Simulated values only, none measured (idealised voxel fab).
Documented hereafter: the process module known as voxel fin reveal.
Cross-section cut spans 245 nm and uses square cells 5 nm in size.
Each cross-section below is a grid of square cells, stated as bands in top-down order, with one or more rows of cells making up each band. Band: top height; bottom height; in nm. Then, left to right: material with width in nm, for each material. "throughout": a single material spanning edge to edge. "air": empty space. Convention: height 0 is the level below which the wafer, as received, is all one material. The lowest band does not terminate at the bottom but continues downward, represented as "0 and below". When a width is written as two numbers, as in "30..40", the first number is the width in the top row of cells of the band and the second is the width in its bottom row, and the width changes by the same amount from each row to the next. The cross-section has no changed cell in any step marked "same as before". "Sealed void listing" - sealed voids, min. 8 cells, no opening to top; format: width x height at distance (distance from left edge; nm throughout). Whatever follows a step's settings on its line is a remark the simulator itself makes about that step. overlay nm: step with mask; distance mask lay right of planned place; negative value = left of planned place.
Planned process steps:
1 RECEIVE: material Si
2 CONFORMAL_DEP: material SiN, thk nm 5
3 PATTERN: tone cover, mask id FINS, material resist, width nm 15, pitch nm 35, thk nm 20, overlay nm 0
4 DIRECTIONAL_ETCH: etch materials SiN, depth nm 5
5 DIRECTIONAL_ETCH: etch materials Si, depth nm 40
6 STRIP: etch materials resist
7 OXIDIZE: depth nm 5
8 FILL_DEP: material SiO2, thk nm 15
9 CMP: height nm 5
10 SELECTIVE_ETCH: etch materials SiO2, depth nm 20
11 STRIP: etch materials SiN
Delivered wafer in cross-section: state after step 1:
	0 and below | Si throughout
	Sealed void listing: none
One mistake in running the module, otherwise start and plan as above: cross-section at the end:
	0 down to -40 | air=80, then SiO2=5, then Si=5, then SiO2=5, then air=20, then SiO2=5, then Si=5, then SiO2=5, then air=20, then SiO2=5, then Si=5, then SiO2=5, then air=80
	-40 down to -45 | SiO2=85, then Si=5, then SiO2=30, then Si=5, then SiO2=30, then Si=5, then SiO2=85
	-45 and below | Si throughout
	Sealed void listing: none
what went wrong: heads up, step 8 didn't go per plan, it actually ran as FILL_DEP: material SiN, thk nm 15
